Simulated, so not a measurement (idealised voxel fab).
process module | voxel released beams
cross-section cut | 215 nm wide | cells 5 nm
A cross-section is a grid of square cells, given in bands from the top down. A band is one or more rows of cells.
Each band's line starts with the height of the band's top and of its bottom, in nm. Then come its materials from left to right, each with its width in nm. One material with "throughout" fills the band from edge to edge. "air" is empty space.
Height 0 is the level under which the wafer as received is all one material. The lowest band goes on downwards, as in "0 down".
A width such as "30 to 40" changes by the same amount from each row of cells to the next, from the band's top row to its bottom row.
"no change" after a step means that no cell of the cross-section changed.
closed voids: empty space of 8 cells or more with no open way to the top, each as width x height at its distance from the left edge, in nm
after a step's settings: what the simulator itself notes on the step
overlay nm, on a step with a mask: how far to the right of its planned place the mask lay; to the left if negative
plan
1 op RECEIVE | material Si
2 op CONFORMAL_DEP | material Al2O3 | thk nm 5
3 op DIRECTIONAL_DEP | material SiO2 | thk nm 15
4 op DIRECTIONAL_DEP | material aC | thk nm 15
5 op PATTERN | tone open | mask id ANCHOR | material resist | width nm 35 | thk nm 35 | overlay nm 0
6 op DIRECTIONAL_ETCH | etch materials aC | depth nm 15
7 op STRIP | etch materials resist
8 op DIRECTIONAL_ETCH | etch materials SiO2 | depth nm 15
9 op STRIP | etch materials aC
10 op CONFORMAL_DEP | material SiN | thk nm 15
11 op PATTERN | tone cover | mask id BEAM | material resist | width nm 95 | thk nm 15 | overlay nm 0
12 op DIRECTIONAL_ETCH | etch materials SiN | depth nm 15
13 op STRIP | etch materials resist
14 op STRIP | etch materials SiO2
as received, after step 1
  0 down: Si throughout
  closed voids: none
first wafer at the end, as planned
  35 to 20: air 55 | SiN 20 | air 5 | SiN 70 | air 65
  20 to 5: air 60 | SiN 35 | air 120
  5 to 0: Al2O3 throughout
  0 down: Si throughout
  closed voids: none
second wafer at the end: like start, like plan, one mistake
  35 to 20: air 55 | SiN 25 | air 5 | SiN 65 | air 65
  20 to 5: air 65 | SiN 35 | air 115
  5 to 0: Al2O3 throughout
  0 down: Si throughout
  closed voids: none
what went wrong: step 5 ran as: op PATTERN | tone open | mask id ANCHOR | material resist | width nm 35 | thk nm 35 | overlay nm 5
at the end the second wafer has, in cells: as many of each material as the first, in other places
